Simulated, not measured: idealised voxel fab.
The name of this process module is voxel transistor to metal.
Section cut is 145 nm wide and gridded with 5 nm square cells.
How to read a cross-section here: the picture is a grid of square cells, written as bands going from the top down, and any band can span one or more rows of cells.
Each band's line starts with the height of the band's top and of its bottom, in nm. Then come its materials from left to right, each with its width in nm. One material with "full width" fills the band from edge to edge. "empty" is empty space.
Height reference: 0 = level under which incoming wafer is all one material. Lowest band: no bottom, runs on downward, e.g. "0 and below".
Think of "30->40" as a width that walks from the first number to the second as you go down the band, top row to bottom row, taking equal-sized steps from row to row.
Take "stayed the same" at face value: in the step it is given for, the cross-section changed in none of its cells.
Basically, "Completely enclosed voids" tells you about the enclosed voids: empty spaces with no open way to the top, 8 cells or bigger, each written width x height at distance, where distance is from the left edge, all in nm.
Read whatever lies past the settings on a step's line as the simulator's own remark about the step.
On any step carrying a mask, the "overlay nm" setting, if present on the step's line, tells how far right of its planned place the mask lay; negative values point to the left.

**Planned process steps**
1: RECEIVE [material Si]
2: OXIDIZE [depth nm 5]
3: CONFORMAL_DEP [material SiN] [thk nm 10]
4: DIRECTIONAL_DEP [material aC] [thk nm 10]
5: PATTERN [tone cover] [mask id ACTIVE] [material resist] [width nm 115] [thk nm 25] [overlay nm 0]
6: DIRECTIONAL_ETCH [etch materials aC] [depth nm 10]
7: STRIP [etch materials resist]
8: DIRECTIONAL_ETCH [etch materials SiN] [depth nm 10]
9: DIRECTIONAL_ETCH [etch materials SiO2] [depth nm 5]
10: DIRECTIONAL_ETCH [etch materials Si] [depth nm 20]
11: STRIP [etch materials aC]
12: FILL_DEP [material SiO2] [thk nm 5]
13: CMP [height nm 10]
14: SELECTIVE_ETCH [etch materials SiO2] [depth nm 5]
15: STRIP [etch materials SiN]
16: SELECTIVE_ETCH [etch materials SiO2] [depth nm 5]
17: OXIDIZE [depth nm 5]
18: DIRECTIONAL_DEP [material polySi] [thk nm 30]
19: DIRECTIONAL_DEP [material SiCN] [thk nm 15]
20: PATTERN [tone cover] [mask id GATE] [material resist] [width nm 25] [thk nm 20] [overlay nm 0]
21: DIRECTIONAL_ETCH [etch materials SiCN] [depth nm 25]
22: DIRECTIONAL_ETCH [etch materials polySi] [depth nm 40]
23: STRIP [etch materials resist]
24: CONFORMAL_DEP [material SiN] [thk nm 5]
25: DIRECTIONAL_ETCH [etch materials SiN] [depth nm 5]
26: DIRECTIONAL_ETCH [etch materials SiO2] [depth nm 5]
27: DIRECTIONAL_ETCH [etch materials Si] [depth nm 10]
28: EPI [material pSi] [thk nm 10]
29: FILL_DEP [material SiO2] [thk nm 5]
30: CMP [height nm 25]
31: STRIP [etch materials polySi]
32: SELECTIVE_ETCH [etch materials SiO2] [depth nm 5]
33: CONFORMAL_DEP [material HfO2] [thk nm 5]
34: CONFORMAL_DEP [material TiN] [thk nm 5]
35: FILL_DEP [material W] [thk nm 10]
36: CMP [height nm 20]
37: DIRECTIONAL_DEP [material SiO2] [thk nm 15]
38: DIRECTIONAL_DEP [material aC] [thk nm 15]
39: PATTERN [tone open] [mask id CONTACT] [material resist] [width nm 20] [pitch nm 75] [thk nm 35] [overlay nm 0]
40: DIRECTIONAL_ETCH [etch materials aC] [depth nm 15]
41: STRIP [etch materials resist]
42: DIRECTIONAL_ETCH [etch materials SiO2] [depth nm 45]
43: STRIP [etch materials aC]
44: CONFORMAL_DEP [material TiN] [thk nm 5]
45: FILL_DEP [material W] [thk nm 10]
46: CMP [height nm 35]
47: CONFORMAL_DEP [material SiCN] [thk nm 5]
48: DIRECTIONAL_DEP [material lowk] [thk nm 15]
49: MASKED_ETCH [tone open] [mask id METAL_1] [width nm 20] [pitch nm 75] [etch materials lowk] [depth nm 15] [overlay nm 0]
50: MASKED_ETCH [tone open] [mask id METAL_1] [width nm 20] [pitch nm 75] [etch materials SiCN] [depth nm 5] [overlay nm 0]
51: CONFORMAL_DEP [material TiN] [thk nm 5]
52: FILL_DEP [material Ru] [thk nm 10]
53: CMP [height nm 55]
54: EPI [material Ru] [thk nm 5]
55: FILL_DEP [material SiCN] [thk nm 5]

**As-received state of the wafer in cross-section, equivalent to post-step 1**
0 and below | Si full width
Completely enclosed voids: none

**Final cross-section, module run with one mistake (start and plan as above)**
65 down to 60 | SiCN full width
60 down to 55 | 20 of SiCN; 30 of Ru; 45 of SiCN; 30 of Ru; 20 of SiCN
55 down to 40 | 25 of lowk; 5 of TiN; 10 of Ru; 5 of TiN; 55 of lowk; 5 of TiN; 10 of Ru; 5 of TiN; 25 of lowk
40 down to 35 | 25 of SiCN; 20 of TiN; 55 of SiCN; 20 of TiN; 25 of SiCN
35 down to 20 | 25 of SiO2; 5 of TiN; 10 of W; 5 of TiN; 55 of SiO2; 5 of TiN; 10 of W; 5 of TiN; 25 of SiO2
20 down to 5 | 25 of SiO2; 5 of TiN; 10 of W; 5 of TiN; 5 of SiO2; 5 of SiN; 5 of HfO2; 5 of TiN; 5 of W; 5 of TiN; 5 of HfO2; 5 of SiN; 15 of SiO2; 5 of TiN; 10 of W; 5 of TiN; 25 of SiO2
5 down to 0 | 25 of SiO2; 5 of TiN; 5 of W; 10 of TiN; 5 of SiO2; 5 of SiN; 5 of HfO2; 5 of TiN; 5 of W; 5 of TiN; 5 of HfO2; 5 of SiN; 15 of SiO2; 5 of TiN; 10 of W; 5 of TiN; 25 of SiO2
0 down to -5 | 10 of SiO2; 5 of SiN; 10 of SiO2; 5 of TiN; 5 of W; 5 of TiN; 10 of pSi; 5 of SiN; 5 of HfO2; 15 of TiN; 5 of HfO2; 5 of SiN; 10 of pSi; 5 of SiO2; 5 of TiN; 10 of W; 5 of TiN; 10 of SiO2; 5 of SiN; 10 of SiO2
-5 down to -10 | 25 of SiO2; 15 of TiN; 10 of pSi; 35 of HfO2; 10 of pSi; 5 of SiO2; 20 of TiN; 25 of SiO2
-10 down to -20 | 15 of SiO2; 35 of pSi; 35 of Si; 45 of pSi; 15 of SiO2
-20 down to -25 | 15 of SiO2; 115 of Si; 15 of SiO2
-25 and below | Si full width
Completely enclosed voids: none
The plan and the run diverged here: step 20 went in with a setting other than planned; the actual run was PATTERN [tone cover] [mask id GATE] [material resist] [width nm 25] [thk nm 20] [overlay nm -5]
